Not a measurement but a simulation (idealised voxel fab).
Herein follows the process module entitled voxel self aligned contacts.
Square cell edge 5 nm, section width 250 nm, ID cut.
Cross-section spec: square-cell grid; bands listed top down; each band is one or more rows.
Heads up on the band format: heights come first, top then bottom, in nm. After that it's the materials left to right, each with its width in nm. A single material flagged "full width" fills the whole band edge to edge, and "blank" means there's empty space there.
Where do heights start? At 0: under that level the wafer as delivered is made of one material only. And the lowest band has no floor; it just carries on downward, as in "0 down".
Width "30..40": first value at the band's top row of cells, second value at its bottom row, equal change from row to row.
Key: "identical to before" - step with no changed cell in the cross-section.
Reported under the label "Trapped voids" are the empty spaces having no open way to the top and comprising 8 cells or more; the notation for each is width x height at distance, in which the distance is measured from the left edge and all three values are in nm.
Post-settings text on a step line: simulator's own remark regarding the step.
The line of a step may include "overlay nm". On a step with a mask, this value is how far to the right of its planned place the mask lay. A negative value means the mask lay to the left.
Planned step list for the process
| 1 | RECEIVE,material Si |
| 2 | OXIDIZE,depth nm 5 |
| 3 | DIRECTIONAL_DEP,material polySi,thk nm 25 |
| 4 | DIRECTIONAL_DEP,material SiN,thk nm 15 |
| 5 | PATTERN,tone cover,mask id GATE,material resist,width nm 35,pitch nm 60,thk nm 20,overlay nm 0 |
| 6 | DIRECTIONAL_ETCH,etch materials SiN,depth nm 15 |
| 7 | DIRECTIONAL_ETCH,etch materials polySi,depth nm 25 |
| 8 | STRIP,etch materials resist |
| 9 | CONFORMAL_DEP,material SiN,thk nm 5 |
| 10 | DIRECTIONAL_ETCH,etch materials SiN,depth nm 5 |
| 11 | FILL_DEP,material SiO2,thk nm 20 |
| 12 | CMP,height nm 50 |
| 13 | DIRECTIONAL_DEP,material aC,thk nm 10 |
| 14 | PATTERN,tone open,mask id CONTACT,material resist,width nm 45,thk nm 30,overlay nm 0 |
| 15 | DIRECTIONAL_ETCH,etch materials aC,depth nm 10 |
| 16 | STRIP,etch materials resist |
| 17 | DIRECTIONAL_ETCH,etch materials SiO2,depth nm 55 |
| 18 | STRIP,etch materials aC |
| 19 | CONFORMAL_DEP,material TiN,thk nm 5 |
| 20 | FILL_DEP,material W,thk nm 5 |
| 21 | CMP,height nm 50 |
| 22 | CONFORMAL_DEP,material SiN,thk nm 5 |
The cross-section here shows the wafer as received, i.e. in its state after step 1
	0 down = Si full width
	Trapped voids: none
Cross-sectional image of the first of two wafers at the end of the module, the run having proceeded as planned
	55 to 50 = SiN full width
	50 to 40 = SiO2 (100); TiN (5..20); W (35..5); TiN (5..20); SiO2 (105)
	40 to 25 = SiO2 (70); SiN (45); TiN (5); W (5); TiN (5); SiN (45); SiO2 (75)
	25 to 0 = SiO2 (70); SiN (5); polySi (35); SiN (5); TiN (5); W (5); TiN (5); SiN (5); polySi (35); SiN (5); SiO2 (75)
	0 to -5 = SiO2 (115); TiN (15); SiO2 (120)
	-5 down = Si full width
	Trapped voids: none
Wafer two, sectioned after the module: the first wafer's start, the first wafer's plan, and one mistake in how it was run
	55 to 50 = SiN full width
	50 to 40 = W (95..65); TiN (5..35); SiO2 (45); TiN (5..35); W (100..70)
	40 to 25 = W (65); TiN (5); SiN (45); SiO2 (15); SiN (45); TiN (5); W (70)
	25 to 0 = W (65); TiN (5); SiN (5); polySi (35); SiN (5); SiO2 (15); SiN (5); polySi (35); SiN (5); TiN (5); W (70)
	0 to -5 = TiN (70); SiO2 (105); TiN (75)
	-5 down = Si full width
	Trapped voids: none
Diagnosis: so step 14 ended up running with a different setting than we planned, it ran as PATTERN,tone cover,mask id CONTACT,material resist,width nm 45,thk nm 30,overlay nm 0
Final cells, second wafer relative to first, materials higher or lower: -298 SiO2; +32 TiN; +266 W
